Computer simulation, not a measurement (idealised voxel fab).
process module | voxel capacitor over wiring
cross-section cut | 165 nm wide | cells 5 nm
A cross-section is a grid of square cells, given in bands from the top down. A band is one or more rows of cells.
Each band's line starts with the height of the band's top and of its bottom, in nm. Then come its materials from left to right, each with its width in nm. One material with "throughout" fills the band from edge to edge. "air" is empty space.
Height 0 is the level under which the wafer as received is all one material. The lowest band goes on downwards, as in "0 down".
A width such as "30 to 40" changes by the same amount from each row of cells to the next, from the band's top row to its bottom row.
"no change" after a step means that no cell of the cross-section changed.
closed voids: empty space of 8 cells or more with no open way to the top, each as width x height at its distance from the left edge, in nm
after a step's settings: what the simulator itself notes on the step
overlay nm, on a step with a mask: how far to the right of its planned place the mask lay; to the left if negative
plan
1 op RECEIVE | material Si
2 op CONFORMAL_DEP | material SiO2 | thk nm 10
3 op DIRECTIONAL_DEP | material TiN | thk nm 5
4 op DIRECTIONAL_DEP | material W | thk nm 15
5 op MASKED_ETCH | tone cover | mask id METAL_1 | width nm 30 | pitch nm 95 | etch materials W | depth nm 15 | overlay nm 0
6 op MASKED_ETCH | tone cover | mask id METAL_1 | width nm 30 | pitch nm 95 | etch materials TiN | depth nm 5 | overlay nm 0
7 op FILL_DEP | material lowk | thk nm 10
8 op CMP | height nm 30
9 op CONFORMAL_DEP | material SiCN | thk nm 5
10 op DIRECTIONAL_DEP | material SiO2 | thk nm 20
11 op PATTERN | tone open | mask id PLUG_1 | material resist | width nm 15 | thk nm 15 | overlay nm 0
12 op DIRECTIONAL_ETCH | etch materials SiO2 | depth nm 20
13 op DIRECTIONAL_ETCH | etch materials SiCN | depth nm 5
14 op STRIP | etch materials resist
15 op CONFORMAL_DEP | material TiN | thk nm 5
16 op FILL_DEP | material W | thk nm 5
17 op CMP | height nm 55
18 op DIRECTIONAL_DEP | material TiN | thk nm 10
19 op DIRECTIONAL_DEP | material SiN | thk nm 5
20 op DIRECTIONAL_DEP | material TiN | thk nm 5
21 op DIRECTIONAL_DEP | material aC | thk nm 10
22 op PATTERN | tone cover | mask id UPPER_PLATE | material resist | width nm 70 | thk nm 30 | overlay nm 0
23 op DIRECTIONAL_ETCH | etch materials aC | depth nm 10
24 op STRIP | etch materials resist
25 op DIRECTIONAL_ETCH | etch materials TiN | depth nm 5
26 op DIRECTIONAL_ETCH | etch materials SiN | depth nm 5
27 op STRIP | etch materials aC
28 op PATTERN | tone cover | mask id LOWER_PLATE | material resist | width nm 80 | thk nm 15 | overlay nm 0
29 op DIRECTIONAL_ETCH | etch materials TiN | depth nm 10
30 op STRIP | etch materials resist
31 op FILL_DEP | material SiO2 | thk nm 20
32 op CMP | height nm 90
33 op MASKED_ETCH | tone open | mask id PLUG_2 | width nm 15 | etch materials SiO2 | depth nm 15 | overlay nm 0
34 op CONFORMAL_DEP | material TiN | thk nm 5
35 op FILL_DEP | material Ru | thk nm 5
36 op CMP | height nm 90
37 op CONFORMAL_DEP | material SiN | thk nm 5
as received, after step 1
  0 down: Si throughout
  closed voids: none
a wafer at the end: this start, this plan, one mistake
  95 to 90: SiN throughout
  90 to 80: SiO2 45 | TiN 5 | Ru 5 | TiN 5 | SiO2 105
  80 to 70: SiO2 45 to 35 | TiN 15 to 70 | SiO2 105 to 60
  70 to 65: SiO2 35 | SiN 70 | SiO2 60
  65 to 55: SiO2 35 | TiN 70 | SiO2 60
  55 to 35: SiO2 35 | TiN 5 | W 5 | TiN 5 | SiO2 115
  35 to 30: SiCN 35 | TiN 15 | SiCN 115
  30 to 15: lowk 20 | W 30 | lowk 65 | W 30 | lowk 20
  15 to 10: lowk 20 | TiN 30 | lowk 65 | TiN 30 | lowk 20
  10 to 0: SiO2 throughout
  0 down: Si throughout
  closed voids: none
what went wrong: step 28 ran as: op PATTERN | tone cover | mask id LOWER_PLATE | material resist | width nm 70 | thk nm 15 | overlay nm 0
